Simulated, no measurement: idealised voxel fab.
process module | voxel trench capacitor
cross-section cut | 240 nm wide | cells 5 nm
A cross-section is a grid of square cells, given in bands from the top down. A band is one or more rows of cells.
Each band's line starts with the height of the band's top and of its bottom, in nm. Then come its materials from left to right, each with its width in nm. One material with "throughout" fills the band from edge to edge. "air" is empty space.
Height 0 is the level under which the wafer as received is all one material. The lowest band goes on downwards, as in "0 down".
A width such as "30 to 40" changes by the same amount from each row of cells to the next, from the band's top row to its bottom row.
"no change" after a step means that no cell of the cross-section changed.
closed voids: empty space of 8 cells or more with no open way to the top, each as width x height at its distance from the left edge, in nm
after a step's settings: what the simulator itself notes on the step
overlay nm, on a step with a mask: how far to the right of its planned place the mask lay; to the left if negative
plan
1 op RECEIVE | material Si
2 op CONFORMAL_DEP | material SiN | thk nm 10
3 op MASKED_ETCH | tone open | mask id TRENCH | width nm 30 | pitch nm 60 | etch materials SiN | depth nm 10 | overlay nm 0
4 op MASKED_ETCH | tone open | mask id TRENCH | width nm 30 | pitch nm 60 | etch materials Si | depth nm 30 | overlay nm 0
5 op CONFORMAL_DEP | material Al2O3 | thk nm 5
6 op CONFORMAL_DEP | material TiN | thk nm 5
7 op FILL_DEP | material W | thk nm 10
8 op CMP | height nm 10
as received, after step 1
  0 down: Si throughout
  closed voids: none
first wafer at the end, as planned
  10 to 0: SiN 45 | Al2O3 5 | TiN 5 | W 10 | TiN 5 | Al2O3 5 | SiN 30 | Al2O3 5 | TiN 5 | W 10 | TiN 5 | Al2O3 5 | SiN 30 | Al2O3 5 | TiN 5 | W 10 | TiN 5 | Al2O3 5 | SiN 45
  0 to -20: Si 45 | Al2O3 5 | TiN 5 | W 10 | TiN 5 | Al2O3 5 | Si 30 | Al2O3 5 | TiN 5 | W 10 | TiN 5 | Al2O3 5 | Si 30 | Al2O3 5 | TiN 5 | W 10 | TiN 5 | Al2O3 5 | Si 45
  -20 to -25: Si 45 | Al2O3 5 | TiN 20 | Al2O3 5 | Si 30 | Al2O3 5 | TiN 20 | Al2O3 5 | Si 30 | Al2O3 5 | TiN 20 | Al2O3 5 | Si 45
  -25 to -30: Si 45 | Al2O3 30 | Si 30 | Al2O3 30 | Si 30 | Al2O3 30 | Si 45
  -30 down: Si throughout
  closed voids: none
second wafer at the end: like start, like plan, one mistake
  10 to 0: SiN 45 | TiN 5 | W 20 | TiN 5 | SiN 30 | TiN 5 | W 20 | TiN 5 | SiN 30 | TiN 5 | W 20 | TiN 5 | SiN 45
  0 to -25: Si 45 | TiN 5 | W 20 | TiN 5 | Si 30 | TiN 5 | W 20 | TiN 5 | Si 30 | TiN 5 | W 20 | TiN 5 | Si 45
  -25 to -30: Si 45 | TiN 30 | Si 30 | TiN 30 | Si 30 | TiN 30 | Si 45
  -30 down: Si throughout
  closed voids: none
what went wrong: step 5 was left out
at the end the second wafer has, in cells: 60 fewer of Al2O3 | 12 more of TiN | 48 more of W
